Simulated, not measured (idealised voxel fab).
process module | voxel air gaps
cross-section cut | 185 nm wide | cells 5 nm
A cross-section is a grid of square cells, given in bands from the top down. A band is one or more rows of cells.
Each band's line starts with the height of the band's top and of its bottom, in nm. Then come its materials from left to right, each with its width in nm. One material with "throughout" fills the band from edge to edge. "air" is empty space.
Height 0 is the level under which the wafer as received is all one material. The lowest band goes on downwards, as in "0 down".
A width such as "30 to 40" changes by the same amount from each row of cells to the next, from the band's top row to its bottom row.
"no change" after a step means that no cell of the cross-section changed.
closed voids: empty space of 8 cells or more with no open way to the top, each as width x height at its distance from the left edge, in nm
after a step's settings: what the simulator itself notes on the step
overlay nm, on a step with a mask: how far to the right of its planned place the mask lay; to the left if negative
plan
1 op RECEIVE | material Si
2 op CONFORMAL_DEP | material SiO2 | thk nm 15
3 op CONFORMAL_DEP | material SiCN | thk nm 5
4 op DIRECTIONAL_DEP | material lowk | thk nm 40
5 op DIRECTIONAL_DEP | material aC | thk nm 10
6 op PATTERN | tone open | mask id LINES | material resist | width nm 20 | pitch nm 45 | thk nm 30 | overlay nm 0
7 op DIRECTIONAL_ETCH | etch materials aC | depth nm 10
8 op STRIP | etch materials resist
9 op DIRECTIONAL_ETCH | etch materials lowk | depth nm 40
10 op STRIP | etch materials aC
11 op CONFORMAL_DEP | material TiN | thk nm 5
12 op FILL_DEP | material Cu | thk nm 10
13 op CMP | height nm 60
14 op EPI | material Ru | thk nm 10
15 op SELECTIVE_ETCH | etch materials lowk | depth nm 50
16 op CONFORMAL_DEP | material SiCN | thk nm 5
as received, after step 1
  0 down: Si throughout
  closed voids: none
a wafer at the end: this start, this plan, one mistake
  75 to 70: air 20 | aC 140 | air 25
  70 to 60: air 20 | aC 5 | Ru 40 | aC 5 | Ru 40 | aC 5 | Ru 40 | aC 5 | air 25
  60 to 55: air 20 | aC 15 | TiN 5 | Cu 10 | TiN 5 | aC 25 | TiN 5 | Cu 10 | TiN 5 | aC 25 | TiN 5 | Cu 10 | TiN 5 | aC 15 | air 25
  55 to 25: air 30 | aC 5 | TiN 5 | Cu 10 | TiN 5 | aC 5 | air 15 | aC 5 | TiN 5 | Cu 10 | TiN 5 | aC 5 | air 15 | aC 5 | TiN 5 | Cu 10 | TiN 5 | aC 5 | air 35
  25 to 20: aC 35 | TiN 20 | aC 25 | TiN 20 | aC 25 | TiN 20 | aC 40
  20 to 15: SiCN throughout
  15 to 0: SiO2 throughout
  0 down: Si throughout
  closed voids: 15 x 30 at 60; 15 x 30 at 105
what went wrong: step 16 ran as: op CONFORMAL_DEP | material aC | thk nm 5
